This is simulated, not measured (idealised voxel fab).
Documented hereafter: the process module known as voxel transistor to metal.
cross-section cut | 300 nm wide | cells 5 nm
Cross-section spec: square-cell grid; bands listed top down; each band is one or more rows.
First you get the band's top height and its bottom height, in nm, and then the materials it's made of, left to right, with each width in nm. If you see a single material with "full width", that one covers the band edge to edge. "blank" is empty space.
Heads up on the height convention: 0 is the point under which the incoming wafer is all one material, and the lowest band has no bottom, it just keeps going down, like "0..down".
Note: "30..40" means the width goes from the first number (top row of the band) to the second number (bottom row) in equal steps per row of cells.
Take "left unchanged" at face value: in the step it is given for, the cross-section changed in none of its cells.
Any empty space of 8 cells or more lacking an open way to the top shows up in "Closed void register" as width x height at distance, distance from the left edge, in nm.
On a step's line, text after the settings is the simulator commenting on that step.
"overlay nm" answers the question of how far to the right of plan the mask lay on a step that has a mask, and when it is negative the answer is to the left.
The remainder of this document consists of a sequence of paired cross-sections. Each pair presents the cross-section prior to one process step together with the cross-section following it, the latter being rendered only as deep as the lowest band that underwent change. The intervening step, together with its settings, is stated beneath each pair. Because the pairs may originate from different runs of this module on the same starting wafer, a given pair is to be read as continuing from the preceding pair only where its entry headed "Pre-step profile" so indicates.
[Pre-step profile]
  75..65: lowk full width
  65..50: lowk: 30  W: 20  lowk: 55  W: 20  lowk: 50  W: 20  lowk: 55  W: 20  lowk: 30
  50..45: lowk: 30  TiN: 20  lowk: 55  TiN: 20  lowk: 50  TiN: 20  lowk: 55  TiN: 20  lowk: 30
  45..40: TiN: 35  Ru: 20  TiN: 45  Ru: 20  TiN: 60  Ru: 20  TiN: 45  Ru: 20  TiN: 35
  40..35: SiO2: 30  TiN: 5  Ru: 15  TiN: 10  SiO2: 35  TiN: 10  Ru: 15  TiN: 5  SiO2: 50  TiN: 5  Ru: 15  TiN: 10  SiO2: 35  TiN: 10  Ru: 15  TiN: 5  SiO2: 30
  35..25: SiO2: 30  TiN: 5  Ru: 15  TiN: 5  SiN: 10  SiCN: 25  SiN: 10  TiN: 5  Ru: 15  TiN: 5  SiO2: 50  TiN: 5  Ru: 15  TiN: 5  SiN: 10  SiCN: 25  SiN: 10  TiN: 5  Ru: 15  TiN: 5  SiO2: 30
  25..20: SiO2: 30  TiN: 5  Ru: 15  TiN: 5  SiN: 10  polySi: 25  SiN: 10  TiN: 5  Ru: 15  TiN: 5  SiO2: 50  TiN: 5  Ru: 15  TiN: 5  SiN: 10  polySi: 25  SiN: 10  TiN: 5  Ru: 15  TiN: 5  SiO2: 30
  20..15: SiO2: 30  TiN: 25  SiN: 10  polySi: 25  SiN: 10  TiN: 25  SiO2: 50  TiN: 25  SiN: 10  polySi: 25  SiN: 10  TiN: 25  SiO2: 30
  15..10: SiO2: 30  TiN: 5  nSi: 20  SiN: 10  polySi: 25  SiN: 10  nSi: 20  TiN: 5  SiO2: 50  TiN: 5  nSi: 20  SiN: 10  polySi: 25  SiN: 10  nSi: 20  TiN: 5  SiO2: 30
  10..0: SiO2: 15  SiN: 10  SiO2: 5  TiN: 5  nSi: 20  SiN: 10  polySi: 25  SiN: 10  nSi: 20  TiN: 5  SiO2: 5  SiN: 10  SiO2: 20  SiN: 10  SiO2: 5  TiN: 5  nSi: 20  SiN: 10  polySi: 25  SiN: 10  nSi: 20  TiN: 5  SiO2: 5  SiN: 10  SiO2: 15
  0..-5: SiO2: 25  nSi: 30  SiO2: 45  nSi: 30  SiO2: 40  nSi: 30  SiO2: 45  nSi: 30  SiO2: 25
  -5..-20: SiO2: 25  nSi: 30  Si: 45  nSi: 30  SiO2: 40  nSi: 30  Si: 45  nSi: 30  SiO2: 25
  -20..-30: SiO2: 25  Si: 105  SiO2: 40  Si: 105  SiO2: 25
  -30..down: Si full width
  Closed void register: none
[Post-Step Cross-Section]
  65..50: lowk: 30  W: 20  lowk: 55  W: 20  lowk: 50  W: 20  lowk: 55  W: 20  lowk: 30
  Heights below 50 show no change.
  Closed void register: none
The step that takes the structure from the upper cross-section to the lower one is CMP, height nm 65
Pre-step profile: The pre-step condition corresponds to the post-step cross-section depicted in the pair directly above.
[Post-Step Cross-Section]
  70..65: SiCN full width
  Heights below 65 show no change.
  Closed void register: none
The step that takes the structure from the upper cross-section to the lower one is CONFORMAL_DEP, material SiCN, thk nm 5
Pre-step profile: The pre-step condition corresponds to the post-step cross-section depicted in the pair directly above.
[Post-Step Cross-Section]
  100..70: SiO2 full width
  Heights below 70 show no change.
  Closed void register: none
The step that takes the structure from the upper cross-section to the lower one is DIRECTIONAL_DEP, material SiO2, thk nm 30
Pre-step profile: The pre-step condition corresponds to the post-step cross-section depicted in the pair directly above.
[Post-Step Cross-Section]
  120..100: resist: 30  blank: 15  resist: 130  blank: 15  resist: 110
  Heights below 100 show no change.
  Closed void register: none
The step that takes the structure from the upper cross-section to the lower one is PATTERN, tone open, mask id METAL_2_HOLES, material resist, width nm 15, pitch nm 145, thk nm 20, overlay nm 0
Pre-step profile: The pre-step condition corresponds to the post-step cross-section depicted in the pair directly above.
[Post-Step Cross-Section]
  120..100: resist: 30  blank: 15  resist: 130  blank: 15  resist: 110
  100..70: SiO2: 30  blank: 15  SiO2: 130  blank: 15  SiO2: 110
  Heights below 70 show no change.
  Closed void register: none
The step that takes the structure from the upper cross-section to the lower one is DIRECTIONAL_ETCH, etch materials SiO2, depth nm 30
Pre-step profile: The pre-step condition corresponds to the post-step cross-section depicted in the pair directly above.
[Post-Step Cross-Section]
  100..70: SiO2: 30  blank: 15  SiO2: 130  blank: 15  SiO2: 110
  Heights below 70 show no change.
  Closed void register: none
The step that takes the structure from the upper cross-section to the lower one is STRIP, etch materials resist
Pre-step profile: The pre-step condition corresponds to the post-step cross-section depicted in the pair directly above.
[Post-Step Cross-Section]
  120..100: resist: 30  blank: 20  resist: 125  blank: 20  resist: 105
  Heights below 100 show no change.
  Closed void register: none
The step that takes the structure from the upper cross-section to the lower one is PATTERN, tone open, mask id METAL_2, material resist, width nm 20, pitch nm 145, thk nm 20, overlay nm 0
Pre-step profile: The pre-step condition corresponds to the post-step cross-section depicted in the pair directly above.
[Post-Step Cross-Section]
  120..100: resist: 30  blank: 20  resist: 125  blank: 20  resist: 105
  100..85: SiO2: 30  blank: 20  SiO2: 125  blank: 20  SiO2: 105
  Heights below 85 show no change.
  Closed void register: none
The step that takes the structure from the upper cross-section to the lower one is DIRECTIONAL_ETCH, etch materials SiO2, depth nm 15
Pre-step profile: The pre-step condition corresponds to the post-step cross-section depicted in the pair directly above.
[Post-Step Cross-Section]
  120..100: resist: 30  blank: 20  resist: 125  blank: 20  resist: 105
  100..85: SiO2: 30  blank: 20  SiO2: 125  blank: 20  SiO2: 105
  85..70: SiO2: 30  blank: 15  SiO2: 130  blank: 15  SiO2: 110
  70..65: SiCN: 30  blank: 15  SiCN: 130  blank: 15  SiCN: 110
  Heights below 65 show no change.
  Closed void register: none
The step that takes the structure from the upper cross-section to the lower one is DIRECTIONAL_ETCH, etch materials SiCN, depth nm 5
Pre-step profile: The pre-step condition corresponds to the post-step cross-section depicted in the pair directly above.
[Post-Step Cross-Section]
  100..85: SiO2: 30  blank: 20  SiO2: 125  blank: 20  SiO2: 105
  Heights below 85 show no change.
  Closed void register: none
The step that takes the structure from the upper cross-section to the lower one is STRIP, etch materials resist
Pre-step profile: The pre-step condition corresponds to the post-step cross-section depicted in the pair directly above.
[Post-Step Cross-Section]
  105..100: TiN: 35  blank: 10  TiN: 135  blank: 10  TiN: 110
  100..90: SiO2: 30  TiN: 5  blank: 10  TiN: 5  SiO2: 125  TiN: 5  blank: 10  TiN: 5  SiO2: 105
  90..85: SiO2: 30  TiN: 5  blank: 5  TiN: 10  SiO2: 125  TiN: 5  blank: 5  TiN: 10  SiO2: 105
  85..70: SiO2: 30  TiN: 5  blank: 5  TiN: 5  SiO2: 130  TiN: 5  blank: 5  TiN: 5  SiO2: 110
  70..65: SiCN: 30  TiN: 15  SiCN: 130  TiN: 15  SiCN: 110
  Heights below 65 show no change.
  Closed void register: none
The step that takes the structure from the upper cross-section to the lower one is CONFORMAL_DEP, material TiN, thk nm 5
Pre-step profile: The pre-step condition corresponds to the post-step cross-section depicted in the pair directly above.
[Post-Step Cross-Section]
  110..105: Cu full width
  105..100: TiN: 35  Cu: 10  TiN: 135  Cu: 10  TiN: 110
  100..90: SiO2: 30  TiN: 5  Cu: 10  TiN: 5  SiO2: 125  TiN: 5  Cu: 10  TiN: 5  SiO2: 105
  90..85: SiO2: 30  TiN: 5  Cu: 5  TiN: 10  SiO2: 125  TiN: 5  Cu: 5  TiN: 10  SiO2: 105
  85..70: SiO2: 30  TiN: 5  Cu: 5  TiN: 5  SiO2: 130  TiN: 5  Cu: 5  TiN: 5  SiO2: 110
  Heights below 70 show no change.
  Closed void register: none
The step that takes the structure from the upper cross-section to the lower one is FILL_DEP, material Cu, thk nm 5
Pre-step profile: The pre-step condition corresponds to the post-step cross-section depicted in the pair directly above.
[Post-Step Cross-Section]
  100..90: SiO2: 30  TiN: 5  Cu: 10  TiN: 5  SiO2: 125  TiN: 5  Cu: 10  TiN: 5  SiO2: 105
  Heights below 90 show no change.
  Closed void register: none
The step that takes the structure from the upper cross-section to the lower one is CMP, height nm 100
Pre-step profile: The pre-step condition corresponds to the post-step cross-section depicted in the pair directly above.
[Post-Step Cross-Section]
  105..100: SiCN full width
  Heights below 100 show no change.
  Closed void register: none
The step that takes the structure from the upper cross-section to the lower one is CONFORMAL_DEP, material SiCN, thk nm 5
[Pre-step profile]
  20..5: SiN full width
  5..0: SiO2 full width
  0..down: Si full width
  Closed void register: none
[Post-Step Cross-Section]
  40..20: blank: 20  resist: 120  blank: 25  resist: 120  blank: 15
  Heights below 20 show no change.
  Closed void register: none
The step that takes the structure from the upper cross-section to the lower one is PATTERN, tone cover, mask id ACTIVE, material resist, width nm 120, pitch nm 145, thk nm 20, overlay nm 0
Pre-step profile: The pre-step condition corresponds to the post-step cross-section depicted in the pair directly above.
[Post-Step Cross-Section]
  40..20: blank: 20  resist: 120  blank: 25  resist: 120  blank: 15
  20..5: blank: 20  SiN: 120  blank: 25  SiN: 120  blank: 15
  Heights below 5 show no change.
  Closed void register: none
The step that takes the structure from the upper cross-section to the lower one is DIRECTIONAL_ETCH, etch materials SiN, depth nm 15
Pre-step profile: The pre-step condition corresponds to the post-step cross-section depicted in the pair directly above.
[Post-Step Cross-Section]
  40..20: blank: 20  resist: 120  blank: 25  resist: 120  blank: 15
  20..5: blank: 20  SiN: 120  blank: 25  SiN: 120  blank: 15
  5..0: blank: 20  SiO2: 120  blank: 25  SiO2: 120  blank: 15
  Heights below 0 show no change.
  Closed void register: none
The step that takes the structure from the upper cross-section to the lower one is DIRECTIONAL_ETCH, etch materials SiO2, depth nm 5
Pre-step profile: The pre-step condition corresponds to the post-step cross-section depicted in the pair directly above.
[Post-Step Cross-Section]
  40..20: blank: 20  resist: 120  blank: 25  resist: 120  blank: 15
  20..5: blank: 20  SiN: 120  blank: 25  SiN: 120  blank: 15
  5..0: blank: 20  SiO2: 120  blank: 25  SiO2: 120  blank: 15
  0..-25: blank: 20  Si: 120  blank: 25  Si: 120  blank: 15
  Heights below -25 show no change.
  Closed void register: none
The step that takes the structure from the upper cross-section to the lower one is DIRECTIONAL_ETCH, etch materials Si, depth nm 25
Pre-step profile: The pre-step condition corresponds to the post-step cross-section depicted in the pair directly above.
[Post-Step Cross-Section]
  20..5: blank: 20  SiN: 120  blank: 25  SiN: 120  blank: 15
  Heights below 5 show no change.
  Closed void register: none
The step that takes the structure from the upper cross-section to the lower one is STRIP, etch materials resist
Pre-step profile: The pre-step condition corresponds to the post-step cross-section depicted in the pair directly above.
[Post-Step Cross-Section]
  20..5: blank: 20  SiN: 120  blank: 25  SiN: 120  blank: 15
  5..0: blank: 20  SiO2: 120  blank: 25  SiO2: 120  blank: 15
  0..-25: blank: 20  SiO2: 5  Si: 110  SiO2: 5  blank: 25  SiO2: 5  Si: 110  SiO2: 5  blank: 15
  -25..-30: SiO2: 25  Si: 110  SiO2: 35  Si: 110  SiO2: 20
  Heights below -30 show no change.
  Closed void register: none
The step that takes the structure from the upper cross-section to the lower one is OXIDIZE, depth nm 5
Pre-step profile: The pre-step condition corresponds to the post-step cross-section depicted in the pair directly above.
[Post-Step Cross-Section]
  30..20: SiO2 full width
  20..5: SiO2: 20  SiN: 120  SiO2: 25  SiN: 120  SiO2: 15
  5..0: SiO2 full width
  0..-30: SiO2: 25  Si: 110  SiO2: 35  Si: 110  SiO2: 20
  Heights below -30 show no change.
  Closed void register: none
The step that takes the structure from the upper cross-section to the lower one is FILL_DEP, material SiO2, thk nm 10
Pre-step profile: The pre-step condition corresponds to the post-step cross-section depicted in the pair directly above.
[Post-Step Cross-Section]
  20..5: SiO2: 20  SiN: 120  SiO2: 25  SiN: 120  SiO2: 15
  Heights below 5 show no change.
  Closed void register: none
The step that takes the structure from the upper cross-section to the lower one is CMP, height nm 20
Pre-step profile: The pre-step condition corresponds to the post-step cross-section depicted in the pair directly above.
[Post-Step Cross-Section]
  20..15: blank: 20  SiN: 120  blank: 25  SiN: 120  blank: 15
  Heights below 15 show no change.
  Closed void register: none
The step that takes the structure from the upper cross-section to the lower one is SELECTIVE_ETCH, etch materials SiO2, depth nm 5
Pre-step profile: The pre-step condition corresponds to the post-step cross-section depicted in the pair directly above.
[Post-Step Cross-Section]
  15..5: SiO2: 20  blank: 120  SiO2: 25  blank: 120  SiO2: 15
  Heights below 5 show no change.
  Closed void register: none
The step that takes the structure from the upper cross-section to the lower one is STRIP, etch materials SiN
Pre-step profile: The pre-step condition corresponds to the post-step cross-section depicted in the pair directly above.
[Post-Step Cross-Section]
  10..0: SiO2: 15  blank: 130  SiO2: 15  blank: 130  SiO2: 10
  Heights below 0 show no change.
  Closed void register: none
The step that takes the structure from the upper cross-section to the lower one is SELECTIVE_ETCH, etch materials SiO2, depth nm 5
Pre-step profile: The pre-step condition corresponds to the post-step cross-section depicted in the pair directly above.
[Post-Step Cross-Section]
  10..0: SiO2: 15  blank: 130  SiO2: 15  blank: 130  SiO2: 10
  0..-5: SiO2 full width
  Heights below -5 show no change.
  Closed void register: none
The step that takes the structure from the upper cross-section to the lower one is OXIDIZE, depth nm 5
Pre-step profile: The pre-step condition corresponds to the post-step cross-section depicted in the pair directly above.
[Post-Step Cross-Section]
  35..25: polySi: 15  blank: 130  polySi: 15  blank: 130  polySi: 10
  25..10: polySi full width
  10..0: SiO2: 15  polySi: 130  SiO2: 15  polySi: 130  SiO2: 10
  Heights below 0 show no change.
  Closed void register: none
The step that takes the structure from the upper cross-section to the lower one is DIRECTIONAL_DEP, material polySi, thk nm 25
Pre-step profile: The pre-step condition corresponds to the post-step cross-section depicted in the pair directly above.
[Post-Step Cross-Section]
  45..35: SiCN: 15  blank: 130  SiCN: 15  blank: 130  SiCN: 10
  35..25: polySi: 15  SiCN: 130  polySi: 15  SiCN: 130  polySi: 10
  Heights below 25 show no change.
  Closed void register: none
The step that takes the structure from the upper cross-section to the lower one is DIRECTIONAL_DEP, material SiCN, thk nm 10
Pre-step profile: The pre-step condition corresponds to the post-step cross-section depicted in the pair directly above.
[Post-Step Cross-Section]
  35..25: polySi: 15  blank: 50  SiCN: 25  blank: 55  polySi: 15  blank: 50  SiCN: 25  blank: 55  polySi: 10
  Heights below 25 show no change.
  Closed void register: none
The step that takes the structure from the upper cross-section to the lower one is MASKED_ETCH, tone cover, mask id GATE, width nm 25, pitch nm 145, etch materials SiCN, depth nm 20, overlay nm 0
Pre-step profile: The pre-step condition corresponds to the post-step cross-section depicted in the pair directly above.
[Post-Step Cross-Section]
  35..25: blank: 65  SiCN: 25  blank: 120  SiCN: 25  blank: 65
  25..10: blank: 65  polySi: 25  blank: 120  polySi: 25  blank: 65
  10..0: SiO2: 15  blank: 50  polySi: 25  blank: 55  SiO2: 15  blank: 50  polySi: 25  blank: 55  SiO2: 10
  Heights below 0 show no change.
  Closed void register: none
The step that takes the structure from the upper cross-section to the lower one is MASKED_ETCH, tone cover, mask id GATE, width nm 25, pitch nm 145, etch materials polySi, depth nm 35, overlay nm 0
Pre-step profile: The pre-step condition corresponds to the post-step cross-section depicted in the pair directly above.
[Post-Step Cross-Section]
  45..35: blank: 55  SiN: 45  blank: 100  SiN: 45  blank: 55
  35..25: blank: 55  SiN: 10  SiCN: 25  SiN: 10  blank: 100  SiN: 10  SiCN: 25  SiN: 10  blank: 55
  25..20: blank: 55  SiN: 10  polySi: 25  SiN: 10  blank: 100  SiN: 10  polySi: 25  SiN: 10  blank: 55
  20..10: SiN: 25  blank: 30  SiN: 10  polySi: 25  SiN: 10  blank: 35  SiN: 35  blank: 30  SiN: 10  polySi: 25  SiN: 10  blank: 35  SiN: 20
  10..0: SiO2: 15  SiN: 50  polySi: 25  SiN: 55  SiO2: 15  SiN: 50  polySi: 25  SiN: 55  SiO2: 10
  Heights below 0 show no change.
  Closed void register: none
The step that takes the structure from the upper cross-section to the lower one is CONFORMAL_DEP, material SiN, thk nm 10
Pre-step profile: The pre-step condition corresponds to the post-step cross-section depicted in the pair directly above.
[Post-Step Cross-Section]
  35..25: blank: 55  SiN: 10  SiCN: 25  SiN: 10  blank: 100  SiN: 10  SiCN: 25  SiN: 10  blank: 55
  25..10: blank: 55  SiN: 10  polySi: 25  SiN: 10  blank: 100  SiN: 10  polySi: 25  SiN: 10  blank: 55
  10..0: SiO2: 15  SiN: 10  blank: 30  SiN: 10  polySi: 25  SiN: 10  blank: 35  SiN: 10  SiO2: 15  SiN: 10  blank: 30  SiN: 10  polySi: 25  SiN: 10  blank: 35  SiN: 10  SiO2: 10
  Heights below 0 show no change.
  Closed void register: none
The step that takes the structure from the upper cross-section to the lower one is DIRECTIONAL_ETCH, etch materials SiN, depth nm 10
Pre-step profile: The pre-step condition corresponds to the post-step cross-section depicted in the pair directly above.
[Post-Step Cross-Section]
  35..25: blank: 55  SiN: 10  SiCN: 25  SiN: 10  blank: 100  SiN: 10  SiCN: 25  SiN: 10  blank: 55
  25..10: blank: 55  SiN: 10  polySi: 25  SiN: 10  blank: 100  SiN: 10  polySi: 25  SiN: 10  blank: 55
  10..5: blank: 15  SiN: 10  blank: 30  SiN: 10  polySi: 25  SiN: 10  blank: 35  SiN: 10  blank: 15  SiN: 10  blank: 30  SiN: 10  polySi: 25  SiN: 10  blank: 35  SiN: 10  blank: 10
  5..0: SiO2: 15  SiN: 10  blank: 30  SiN: 10  polySi: 25  SiN: 10  blank: 35  SiN: 10  SiO2: 15  SiN: 10  blank: 30  SiN: 10  polySi: 25  SiN: 10  blank: 35  SiN: 10  SiO2: 10
  0..-5: SiO2: 25  blank: 30  SiO2: 45  blank: 35  SiO2: 35  blank: 30  SiO2: 45  blank: 35  SiO2: 20
  Heights below -5 show no change.
  Closed void register: none
The step that takes the structure from the upper cross-section to the lower one is DIRECTIONAL_ETCH, etch materials SiO2, depth nm 5
Pre-step profile: The pre-step condition corresponds to the post-step cross-section depicted in the pair directly above.
[Post-Step Cross-Section]
  35..25: blank: 55  SiN: 10  SiCN: 25  SiN: 10  blank: 100  SiN: 10  SiCN: 25  SiN: 10  blank: 55
  25..10: blank: 55  SiN: 10  polySi: 25  SiN: 10  blank: 100  SiN: 10  polySi: 25  SiN: 10  blank: 55
  10..5: blank: 15  SiN: 10  blank: 30  SiN: 10  polySi: 25  SiN: 10  blank: 35  SiN: 10  blank: 15  SiN: 10  blank: 30  SiN: 10  polySi: 25  SiN: 10  blank: 35  SiN: 10  blank: 10
  5..0: SiO2: 15  SiN: 10  blank: 30  SiN: 10  polySi: 25  SiN: 10  blank: 35  SiN: 10  SiO2: 15  SiN: 10  blank: 30  SiN: 10  polySi: 25  SiN: 10  blank: 35  SiN: 10  SiO2: 10
  0..-5: SiO2: 25  blank: 30  SiO2: 45  blank: 35  SiO2: 35  blank: 30  SiO2: 45  blank: 35  SiO2: 20
  -5..-20: SiO2: 25  blank: 30  Si: 45  blank: 35  SiO2: 35  blank: 30  Si: 45  blank: 35  SiO2: 20
  Heights below -20 show no change.
  Closed void register: none
The step that takes the structure from the upper cross-section to the lower one is DIRECTIONAL_ETCH, etch materials Si, depth nm 15
Pre-step profile: The pre-step condition corresponds to the post-step cross-section depicted in the pair directly above.
[Post-Step Cross-Section]
  35..25: blank: 55  SiN: 10  SiCN: 25  SiN: 10  blank: 100  SiN: 10  SiCN: 25  SiN: 10  blank: 55
  25..15: blank: 55  SiN: 10  polySi: 25  SiN: 10  blank: 100  SiN: 10  polySi: 25  SiN: 10  blank: 55
  15..10: blank: 35  nSi: 20  SiN: 10  polySi: 25  SiN: 10  nSi: 20  blank: 60  nSi: 20  SiN: 10  polySi: 25  SiN: 10  nSi: 20  blank: 35
  10..5: blank: 15  SiN: 10  blank: 10  nSi: 20  SiN: 10  polySi: 25  SiN: 10  nSi: 20  blank: 15  SiN: 10  blank: 15  SiN: 10  blank: 10  nSi: 20  SiN: 10  polySi: 25  SiN: 10  nSi: 20  blank: 15  SiN: 10  blank: 10
  5..0: SiO2: 15  SiN: 10  blank: 10  nSi: 20  SiN: 10  polySi: 25  SiN: 10  nSi: 20  blank: 15  SiN: 10  SiO2: 15  SiN: 10  blank: 10  nSi: 20  SiN: 10  polySi: 25  SiN: 10  nSi: 20  blank: 15  SiN: 10  SiO2: 10
  0..-5: SiO2: 25  nSi: 30  SiO2: 45  nSi: 35  SiO2: 35  nSi: 30  SiO2: 45  nSi: 35  SiO2: 20
  -5..-20: SiO2: 25  nSi: 30  Si: 45  nSi: 35  SiO2: 35  nSi: 30  Si: 45  nSi: 35  SiO2: 20
  Heights below -20 show no change.
  Closed void register: none
The step that takes the structure from the upper cross-section to the lower one is EPI, material nSi, thk nm 20
Pre-step profile: The pre-step condition corresponds to the post-step cross-section depicted in the pair directly above.
[Post-Step Cross-Section]
  45..35: SiO2 full width
  35..25: SiO2: 55  SiN: 10  SiCN: 25  SiN: 10  SiO2: 100  SiN: 10  SiCN: 25  SiN: 10  SiO2: 55
  25..15: SiO2: 55  SiN: 10  polySi: 25  SiN: 10  SiO2: 100  SiN: 10  polySi: 25  SiN: 10  SiO2: 55
  15..10: SiO2: 35  nSi: 20  SiN: 10  polySi: 25  SiN: 10  nSi: 20  SiO2: 60  nSi: 20  SiN: 10  polySi: 25  SiN: 10  nSi: 20  SiO2: 35
  10..0: SiO2: 15  SiN: 10  SiO2: 10  nSi: 20  SiN: 10  polySi: 25  SiN: 10  nSi: 20  SiO2: 15  SiN: 10  SiO2: 15  SiN: 10  SiO2: 10  nSi: 20  SiN: 10  polySi: 25  SiN: 10  nSi: 20  SiO2: 15  SiN: 10  SiO2: 10
  Heights below 0 show no change.
  Closed void register: none
The step that takes the structure from the upper cross-section to the lower one is FILL_DEP, material SiO2, thk nm 10
Pre-step profile: The pre-step condition corresponds to the post-step cross-section depicted in the pair directly above.
[Post-Step Cross-Section]
  35..25: SiO2: 55  SiN: 10  SiCN: 25  SiN: 10  SiO2: 100  SiN: 10  SiCN: 25  SiN: 10  SiO2: 55
  Heights below 25 show no change.
  Closed void register: none
The step that takes the structure from the upper cross-section to the lower one is CMP, height nm 35
Pre-step profile: The pre-step condition corresponds to the post-step cross-section depicted in the pair directly above.
[Post-Step Cross-Section]
  45..35: SiO2 full width
  Heights below 35 show no change.
  Closed void register: none
The step that takes the structure from the upper cross-section to the lower one is DIRECTIONAL_DEP, material SiO2, thk nm 10
Pre-step profile: The pre-step condition corresponds to the post-step cross-section depicted in the pair directly above.
[Post-Step Cross-Section]
  45..35: SiO2: 30  blank: 30  SiO2: 35  blank: 30  SiO2: 50  blank: 30  SiO2: 35  blank: 30  SiO2: 30
  35..25: SiO2: 30  blank: 25  SiN: 10  SiCN: 25  SiN: 10  blank: 25  SiO2: 50  blank: 25  SiN: 10  SiCN: 25  SiN: 10  blank: 25  SiO2: 30
  25..15: SiO2: 30  blank: 25  SiN: 10  polySi: 25  SiN: 10  blank: 25  SiO2: 50  blank: 25  SiN: 10  polySi: 25  SiN: 10  blank: 25  SiO2: 30
  15..10: SiO2: 30  blank: 5  nSi: 20  SiN: 10  polySi: 25  SiN: 10  nSi: 20  blank: 5  SiO2: 50  blank: 5  nSi: 20  SiN: 10  polySi: 25  SiN: 10  nSi: 20  blank: 5  SiO2: 30
  10..0: SiO2: 15  SiN: 10  SiO2: 5  blank: 5  nSi: 20  SiN: 10  polySi: 25  SiN: 10  nSi: 20  blank: 5  SiO2: 10  SiN: 10  SiO2: 15  SiN: 10  SiO2: 5  blank: 5  nSi: 20  SiN: 10  polySi: 25  SiN: 10  nSi: 20  blank: 5  SiO2: 10  SiN: 10  SiO2: 10
  Heights below 0 show no change.
  Closed void register: none
The step that takes the structure from the upper cross-section to the lower one is MASKED_ETCH, tone open, mask id CONTACT, width nm 30, etch materials SiO2, depth nm 45, overlay nm 0
Pre-step profile: The pre-step condition corresponds to the post-step cross-section depicted in the pair directly above.
[Post-Step Cross-Section]
  50..45: TiN: 35  blank: 20  TiN: 45  blank: 20  TiN: 60  blank: 20  TiN: 45  blank: 20  TiN: 35
  45..35: SiO2: 30  TiN: 5  blank: 20..15  TiN: 5..10  SiO2: 35  TiN: 5..10  blank: 20..15  TiN: 5  SiO2: 50  TiN: 5  blank: 20..15  TiN: 5..10  SiO2: 35  TiN: 5..10  blank: 20..15  TiN: 5  SiO2: 30
  35..25: SiO2: 30  TiN: 5  blank: 15  TiN: 5  SiN: 10  SiCN: 25  SiN: 10  TiN: 5  blank: 15  TiN: 5  SiO2: 50  TiN: 5  blank: 15  TiN: 5  SiN: 10  SiCN: 25  SiN: 10  TiN: 5  blank: 15  TiN: 5  SiO2: 30
  25..20: SiO2: 30  TiN: 5  blank: 15  TiN: 5  SiN: 10  polySi: 25  SiN: 10  TiN: 5  blank: 15  TiN: 5  SiO2: 50  TiN: 5  blank: 15  TiN: 5  SiN: 10  polySi: 25  SiN: 10  TiN: 5  blank: 15  TiN: 5  SiO2: 30
  20..15: SiO2: 30  TiN: 25  SiN: 10  polySi: 25  SiN: 10  TiN: 25  SiO2: 50  TiN: 25  SiN: 10  polySi: 25  SiN: 10  TiN: 25  SiO2: 30
  15..10: SiO2: 30  TiN: 5  nSi: 20  SiN: 10  polySi: 25  SiN: 10  nSi: 20  TiN: 5  SiO2: 50  TiN: 5  nSi: 20  SiN: 10  polySi: 25  SiN: 10  nSi: 20  TiN: 5  SiO2: 30
  10..0: SiO2: 15  SiN: 10  SiO2: 5  TiN: 5  nSi: 20  SiN: 10  polySi: 25  SiN: 10  nSi: 20  TiN: 5  SiO2: 10  SiN: 10  SiO2: 15  SiN: 10  SiO2: 5  TiN: 5  nSi: 20  SiN: 10  polySi: 25  SiN: 10  nSi: 20  TiN: 5  SiO2: 10  SiN: 10  SiO2: 10
  Heights below 0 show no change.
  Closed void register: none
The step that takes the structure from the upper cross-section to the lower one is CONFORMAL_DEP, material TiN, thk nm 5
Pre-step profile: The pre-step condition corresponds to the post-step cross-section depicted in the pair directly above.
[Post-Step Cross-Section]
  55..50: Ru full width
  50..45: TiN: 35  Ru: 20  TiN: 45  Ru: 20  TiN: 60  Ru: 20  TiN: 45  Ru: 20  TiN: 35
  45..35: SiO2: 30  TiN: 5  Ru: 20..15  TiN: 5..10  SiO2: 35  TiN: 5..10  Ru: 20..15  TiN: 5  SiO2: 50  TiN: 5  Ru: 20..15  TiN: 5..10  SiO2: 35  TiN: 5..10  Ru: 20..15  TiN: 5  SiO2: 30
  35..25: SiO2: 30  TiN: 5  Ru: 15  TiN: 5  SiN: 10  SiCN: 25  SiN: 10  TiN: 5  Ru: 15  TiN: 5  SiO2: 50  TiN: 5  Ru: 15  TiN: 5  SiN: 10  SiCN: 25  SiN: 10  TiN: 5  Ru: 15  TiN: 5  SiO2: 30
  25..20: SiO2: 30  TiN: 5  Ru: 15  TiN: 5  SiN: 10  polySi: 25  SiN: 10  TiN: 5  Ru: 15  TiN: 5  SiO2: 50  TiN: 5  Ru: 15  TiN: 5  SiN: 10  polySi: 25  SiN: 10  TiN: 5  Ru: 15  TiN: 5  SiO2: 30
  Heights below 20 show no change.
  Closed void register: none
The step that takes the structure from the upper cross-section to the lower one is FILL_DEP, material Ru, thk nm 5
Pre-step profile: The pre-step condition corresponds to the post-step cross-section depicted in the pair directly above.
[Post-Step Cross-Section]
  45..35: SiO2: 30  TiN: 5  Ru: 20..15  TiN: 5..10  SiO2: 35  TiN: 5..10  Ru: 20..15  TiN: 5  SiO2: 50  TiN: 5  Ru: 20..15  TiN: 5..10  SiO2: 35  TiN: 5..10  Ru: 20..15  TiN: 5  SiO2: 30
  Heights below 35 show no change.
  Closed void register: none
The step that takes the structure from the upper cross-section to the lower one is CMP, height nm 45
Pre-step profile: The pre-step condition corresponds to the post-step cross-section depicted in the pair directly above.
[Post-Step Cross-Section]
  50..45: TiN full width
  Heights below 45 show no change.
  Closed void register: none
The step that takes the structure from the upper cross-section to the lower one is DIRECTIONAL_DEP, material TiN, thk nm 5
Pre-step profile: The pre-step condition corresponds to the post-step cross-section depicted in the pair directly above.
[Post-Step Cross-Section]
  65..50: W full width
  Heights below 50 show no change.
  Closed void register: none
The step that takes the structure from the upper cross-section to the lower one is DIRECTIONAL_DEP, material W, thk nm 15
Pre-step profile: The pre-step condition corresponds to the post-step cross-section depicted in the pair directly above.
[Post-Step Cross-Section]
  80..65: blank: 30  resist: 20  blank: 55  resist: 20  blank: 50  resist: 20  blank: 55  resist: 20  blank: 30
  Heights below 65 show no change.
  Closed void register: none
The step that takes the structure from the upper cross-section to the lower one is PATTERN, tone cover, mask id METAL_1, material resist, width nm 20, thk nm 15, overlay nm 0
Pre-step profile: The pre-step condition corresponds to the post-step cross-section depicted in the pair directly above.
[Post-Step Cross-Section]
  80..65: blank: 30  resist: 20  blank: 55  resist: 20  blank: 50  resist: 20  blank: 55  resist: 20  blank: 30
  65..50: blank: 30  W: 20  blank: 55  W: 20  blank: 50  W: 20  blank: 55  W: 20  blank: 30
  Heights below 50 show no change.
  Closed void register: none
The step that takes the structure from the upper cross-section to the lower one is DIRECTIONAL_ETCH, etch materials W, depth nm 15
